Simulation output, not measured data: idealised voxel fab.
The following is a process module called voxel ribs on slabs.
Cross-section cut: width 155 nm, square cells of 5 nm.
Format of a cross-section: grid, square cells. Given as bands. Order: top down. Band: one or more rows of cells. Within each band entry, the heights of the top and of the bottom of the band appear first, in that order and in nm; the materials of the band then follow from left to right, each with its corresponding width in nm. The designation "all across" on a single material indicates that it fills the band from edge to edge; the designation "blank" indicates empty space. Zero point of the height axis is 0; under it, received wafer = one material. Lowest band: continues down indefinitely, "0..down". A width given as "30 to 40" starts at the first number in the band's top row and ends at the second number in its bottom row, shifting by an equal amount at every step from row to row. When a step is marked "no modification", none of the cells in the cross-section changed during that step. In the "closed voids" entry, you get each enclosed empty space of 8 cells or more, one with no open way to the top, written width x height at distance, distance from the left edge, in nm. Anything after a step's settings on that line? It's the simulator's own note about the step. overlay nm: mask right of planned place by this much (step with mask). Neg. = left.

**Planned process steps**
1. RECEIVE (material Si)
2. DIRECTIONAL_DEP (material SiO2; thk nm 20)
3. DIRECTIONAL_DEP (material polySi; thk nm 25)
4. MASKED_ETCH (tone cover; mask id RIB; width nm 20; etch materials polySi; depth nm 20; overlay nm 0)
5. MASKED_ETCH (tone cover; mask id SLAB; width nm 70; etch materials polySi; depth nm 5; overlay nm 0)
6. FILL_DEP (material SiO2; thk nm 20)
7. CMP (height nm 55)
8. DIRECTIONAL_DEP (material TiN; thk nm 10)
9. PATTERN (tone cover; mask id HEATER; material resist; width nm 30; thk nm 20; overlay nm 0)
10. DIRECTIONAL_ETCH (etch materials TiN; depth nm 10)
11. STRIP (etch materials resist)
12. CONFORMAL_DEP (material SiO2; thk nm 5)

**Cross-section, incoming material, after step 1**
	0..down  Si all across
	closed voids: none

**What the wafer looks like in cross-section after this module, when it starts as shown above and follows the plan above but one mistake is made in running it**
	70..65  55 blank  40 SiO2  60 blank
	65..60  60 SiO2  30 TiN  65 SiO2
	60..55  TiN all across
	55..45  SiO2 all across
	45..25  65 SiO2  20 polySi  70 SiO2
	25..20  40 SiO2  70 polySi  45 SiO2
	20..0  SiO2 all across
	0..down  Si all across
	closed voids: none
Against the plan, the run slipped here: step 10, actual vs plan mismatch, actual run DIRECTIONAL_ETCH (etch materials TiN; depth nm 5)
